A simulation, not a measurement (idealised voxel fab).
Documented hereafter: the process module known as voxel double patterning.
The width of the displayed cross-section, cut, is 150 nm; its cells are square, with a size of 5 nm.
Think of the cross-section as a grid of square cells. We describe it in bands, top to bottom, and each band covers one or more rows of those cells. This entry defines a band. It first specifies the height of the band's top and the height of its bottom in nm, and then specifies the band's materials from left to right, stating each material with its width in nm. The word "edge to edge" identifies a single material that fills the band from edge to edge, while the word "blank" identifies empty space. Heads up on the height convention: 0 is the point under which the incoming wafer is all one material, and the lowest band has no bottom, it just keeps going down, like "z 0 and below". Note: "30..40" means the width goes from the first number (top row of the band) to the second number (bottom row) in equal steps per row of cells. "no change occurred" (step): cross-section cells unchanged, all of them. Closed void table: empty space of 8 cells or more with no open way to the top, each as width x height at its distance from the left edge, in nm. Past the settings on a step's line: simulator remark, on that step. "overlay nm" answers the question of how far to the right of plan the mask lay on a step that has a mask, and when it is negative the answer is to the left.

Planned process steps:
1 RECEIVE | material Si
2 CONFORMAL_DEP | material SiN | thk nm 5
3 DIRECTIONAL_DEP | material SiO2 | thk nm 20
4 DIRECTIONAL_DEP | material SiCN | thk nm 5
5 DIRECTIONAL_DEP | material aC | thk nm 10
6 PATTERN | tone open | mask id FIRST | material resist | width nm 15 | pitch nm 50 | thk nm 25 | overlay nm 0
7 DIRECTIONAL_ETCH | etch materials aC | depth nm 10
8 STRIP | etch materials resist
9 DIRECTIONAL_ETCH | etch materials SiCN | depth nm 5
10 STRIP | etch materials aC
11 PATTERN | tone open | mask id SECOND | material resist | width nm 15 | pitch nm 50 | thk nm 15 | overlay nm 0
12 DIRECTIONAL_ETCH | etch materials SiCN | depth nm 5
13 STRIP | etch materials resist
14 DIRECTIONAL_ETCH | etch materials SiO2 | depth nm 20
15 STRIP | etch materials SiCN

This is the cross-section of the wafer as we received it, i.e. after step 1:
* z 0 and below | Si edge to edge
* Closed void table: none

Looking at the first of two wafers in cross-section at end of module - ran to plan:
* z 25 to 5 | SiO2: 15; blank: 15; SiO2: 10; blank: 15; SiO2: 10; blank: 15; SiO2: 10; blank: 15; SiO2: 10; blank: 15; SiO2: 20
* z 5 to 0 | SiN edge to edge
* z 0 and below | Si edge to edge
* Closed void table: none

Second wafer through the module, sectioned at the end: same beginning and same plan as the first wafer, with one mistake in carrying it out:
* z 25 to 15 | SiO2: 15; blank: 15; SiO2: 10; blank: 15; SiO2: 10; blank: 15; SiO2: 10; blank: 15; SiO2: 10; blank: 15; SiO2: 20
* z 15 to 5 | SiO2 edge to edge
* z 5 to 0 | SiN edge to edge
* z 0 and below | Si edge to edge
* Closed void table: none
Deviation from plan: step 14 was run on a setting that differed from the plan, and what really ran there is DIRECTIONAL_ETCH | etch materials SiO2 | depth nm 10
Final tally in cells, some materials are higher or lower on the second wafer than on the first: SiO2 +30
